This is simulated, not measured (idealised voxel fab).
The process module presented herein is designated voxel released beams.
Section shown: cut. Width: 185 nm. Cell size: 5 nm, square.
Each cross-section below is a grid of square cells, stated as bands in top-down order, with one or more rows of cells making up each band. Band entry format. Leading values: height of top, height of bottom, nm. Remainder: materials in left-to-right order, each with its width in nm. Special words: "all across" on a single material, which then fills the band edge to edge; "empty", empty space. Ref level 0: as-received wafer is one material below here. Bottom band extends down with no lower bound ("z 0 and below"). Per-row width for "30..40": begins at first number (top row of band), ends at second number (bottom row), increment between rows held constant. Reading "everything unchanged" for a step: not a cell of the cross-section changed in it. Each empty space that has no open way to the top and spans at least 8 cells appears under "Closed cavity list" as width x height at distance, the distance counted from the left edge, all in nm. The remark found on a step's line after its settings is issued by the simulator itself and pertains to that step. "overlay nm" denotes, for a step that has a mask, the displacement of the mask to the right of its planned place, with negative values corresponding to the left.
Below is the list of planned process steps
1 op RECEIVE | material Si
2 op CONFORMAL_DEP | material Al2O3 | thk nm 5
3 op DIRECTIONAL_DEP | material SiO2 | thk nm 20
4 op MASKED_ETCH | tone open | mask id ANCHOR | width nm 25 | etch materials SiO2 | depth nm 20 | overlay nm 0
5 op CONFORMAL_DEP | material SiN | thk nm 10
6 op DIRECTIONAL_DEP | material aC | thk nm 15
7 op PATTERN | tone cover | mask id BEAM | material resist | width nm 110 | thk nm 35 | overlay nm 0
8 op DIRECTIONAL_ETCH | etch materials aC | depth nm 15
9 op STRIP | etch materials resist
10 op DIRECTIONAL_ETCH | etch materials SiN | depth nm 10
11 op STRIP | etch materials aC
12 op STRIP | etch materials SiO2
The first wafer of two, processed as planned
Step 1 complete: cross-section of the wafer as received
> z 0 and below  Si all across
> Closed cavity list: none
After step 2: wafer cross-section
> z 5 to 0  Al2O3 all across
> below 0: unchanged
After step 3: wafer cross-section
> z 25 to 5  SiO2 all across
> below 5: unchanged
After step 4: wafer cross-section
> z 25 to 5  40 nm SiO2; 25 nm empty; 120 nm SiO2
> below 5: unchanged
After step 5: wafer cross-section
> z 35 to 25  50 nm SiN; 5 nm empty; 130 nm SiN
> z 25 to 15  40 nm SiO2; 10 nm SiN; 5 nm empty; 10 nm SiN; 120 nm SiO2
> z 15 to 5  40 nm SiO2; 25 nm SiN; 120 nm SiO2
> below 5: unchanged
After step 6: wafer cross-section
> z 50 to 35  50 nm aC; 5 nm empty; 130 nm aC
> z 35 to 30  50 nm SiN; 5 nm empty; 130 nm SiN
> z 30 to 25  50 nm SiN; 5 nm aC; 130 nm SiN
> z 25 to 15  40 nm SiO2; 10 nm SiN; 5 nm aC; 10 nm SiN; 120 nm SiO2
> below 15: unchanged
After step 7: wafer cross-section
> z 85 to 50  35 nm empty; 110 nm resist; 40 nm empty
> z 50 to 35  50 nm aC; 5 nm resist; 130 nm aC
> z 35 to 30  50 nm SiN; 5 nm resist; 130 nm SiN
> below 30: unchanged
After step 8: wafer cross-section
> z 70 to 50  35 nm empty; 110 nm resist; 40 nm empty
> z 50 to 35  35 nm empty; 15 nm aC; 5 nm resist; 90 nm aC; 40 nm empty
> below 35: unchanged
After step 9: wafer cross-section
> z 50 to 35  35 nm empty; 15 nm aC; 5 nm empty; 90 nm aC; 40 nm empty
> z 35 to 30  50 nm SiN; 5 nm empty; 130 nm SiN
> below 30: unchanged
After step 10: wafer cross-section
> z 50 to 35  35 nm empty; 15 nm aC; 5 nm empty; 90 nm aC; 40 nm empty
> z 35 to 30  35 nm empty; 15 nm SiN; 5 nm empty; 90 nm SiN; 40 nm empty
> z 30 to 25  35 nm empty; 15 nm SiN; 5 nm aC; 90 nm SiN; 40 nm empty
> below 25: unchanged
After step 11: wafer cross-section
> z 35 to 25  35 nm empty; 15 nm SiN; 5 nm empty; 90 nm SiN; 40 nm empty
> z 25 to 15  40 nm SiO2; 10 nm SiN; 5 nm empty; 10 nm SiN; 120 nm SiO2
> below 15: unchanged
After step 12: wafer cross-section
> z 35 to 25  35 nm empty; 15 nm SiN; 5 nm empty; 90 nm SiN; 40 nm empty
> z 25 to 15  40 nm empty; 10 nm SiN; 5 nm empty; 10 nm SiN; 120 nm empty
> z 15 to 5  40 nm empty; 25 nm SiN; 120 nm empty
> below 5: unchanged
Second wafer, same starting conditions and recipe as the first, one mistake in executing it, nothing differs from the first up to and including step 4
Second wafer, cross-section, planned end of step 5
> z 30 to 25  45 nm SiN; 15 nm empty; 125 nm SiN
> z 25 to 10  40 nm SiO2; 5 nm SiN; 15 nm empty; 5 nm SiN; 120 nm SiO2
> z 10 to 5  40 nm SiO2; 25 nm SiN; 120 nm SiO2
> below 5: unchanged
Second wafer, cross-section, planned end of step 6
> z 45 to 30  45 nm aC; 15 nm empty; 125 nm aC
> z 30 to 25  45 nm SiN; 15 nm empty; 125 nm SiN
> z 25 to 10  40 nm SiO2; 5 nm SiN; 15 nm aC; 5 nm SiN; 120 nm SiO2
> below 10: unchanged
Second wafer, cross-section, planned end of step 7
> z 80 to 45  35 nm empty; 110 nm resist; 40 nm empty
> z 45 to 30  45 nm aC; 15 nm resist; 125 nm aC
> z 30 to 25  45 nm SiN; 15 nm resist; 125 nm SiN
> below 25: unchanged
Second wafer, cross-section, planned end of step 8
> z 65 to 45  35 nm empty; 110 nm resist; 40 nm empty
> z 45 to 30  35 nm empty; 10 nm aC; 15 nm resist; 85 nm aC; 40 nm empty
> below 30: unchanged
Second wafer, cross-section, planned end of step 9
> z 45 to 30  35 nm empty; 10 nm aC; 15 nm empty; 85 nm aC; 40 nm empty
> z 30 to 25  45 nm SiN; 15 nm empty; 125 nm SiN
> below 25: unchanged
Second wafer, cross-section, planned end of step 10
> z 45 to 30  35 nm empty; 10 nm aC; 15 nm empty; 85 nm aC; 40 nm empty
> z 30 to 25  35 nm empty; 10 nm SiN; 15 nm empty; 85 nm SiN; 40 nm empty
> below 25: unchanged
Second wafer, cross-section, planned end of step 11
> z 30 to 25  35 nm empty; 10 nm SiN; 15 nm empty; 85 nm SiN; 40 nm empty
> z 25 to 10  40 nm SiO2; 5 nm SiN; 15 nm empty; 5 nm SiN; 120 nm SiO2
> below 10: unchanged
Second wafer, cross-section, planned end of step 12
> z 30 to 25  35 nm empty; 10 nm SiN; 15 nm empty; 85 nm SiN; 40 nm empty
> z 25 to 10  40 nm empty; 5 nm SiN; 15 nm empty; 5 nm SiN; 120 nm empty
> z 10 to 5  40 nm empty; 25 nm SiN; 120 nm empty
> below 5: unchanged
Heads up, the wafer didn't run the way we planned it: step 5 did not happen as planned, as run it was op CONFORMAL_DEP | material SiN | thk nm 5
End check, counted in cells, second wafer has more or fewer of these materials than the first: 30 fewer of SiN
